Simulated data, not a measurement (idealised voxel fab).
process module | voxel plated lines
cross-section cut | 195 nm wide | cells 5 nm
A cross-section is a grid of square cells, given in bands from the top down. A band is one or more rows of cells.
Each band's line starts with the height of the band's top and of its bottom, in nm. Then come its materials from left to right, each with its width in nm. One material with "throughout" fills the band from edge to edge. "air" is empty space.
Height 0 is the level under which the wafer as received is all one material. The lowest band goes on downwards, as in "0 down".
A width such as "30 to 40" changes by the same amount from each row of cells to the next, from the band's top row to its bottom row.
"no change" after a step means that no cell of the cross-section changed.
closed voids: empty space of 8 cells or more with no open way to the top, each as width x height at its distance from the left edge, in nm
after a step's settings: what the simulator itself notes on the step
overlay nm, on a step with a mask: how far to the right of its planned place the mask lay; to the left if negative
plan
1 op RECEIVE | material Si
2 op CONFORMAL_DEP | material SiN | thk nm 10
3 op DIRECTIONAL_DEP | material TiN | thk nm 5
4 op PATTERN | tone open | mask id LINES | material resist | width nm 15 | pitch nm 35 | thk nm 35 | overlay nm 0
5 op EPI | material Ru | thk nm 10
6 op EPI | material Ru | thk nm 5
7 op EPI | material Ru | thk nm 10
8 op STRIP | etch materials resist
9 op DIRECTIONAL_ETCH | etch materials TiN | depth nm 5
10 op CONFORMAL_DEP | material SiCN | thk nm 5
as received, after step 1
  0 down: Si throughout
  closed voids: none
a wafer at the end: this start, this plan, one mistake
  45 to 40: air 60 | SiCN 25 | air 10 | SiCN 25 | air 75
  40 to 15: air 60 | SiCN 5 | Ru 15 | SiCN 5 | air 10 | SiCN 5 | Ru 15 | SiCN 5 | air 75
  15 to 10: SiCN 65 | TiN 15 | SiCN 20 | TiN 15 | SiCN 80
  10 to 0: SiN throughout
  0 down: Si throughout
  closed voids: none
what went wrong: step 4 ran as: op PATTERN | tone open | mask id LINES | material resist | width nm 15 | pitch nm 35 | thk nm 35 | overlay nm -5
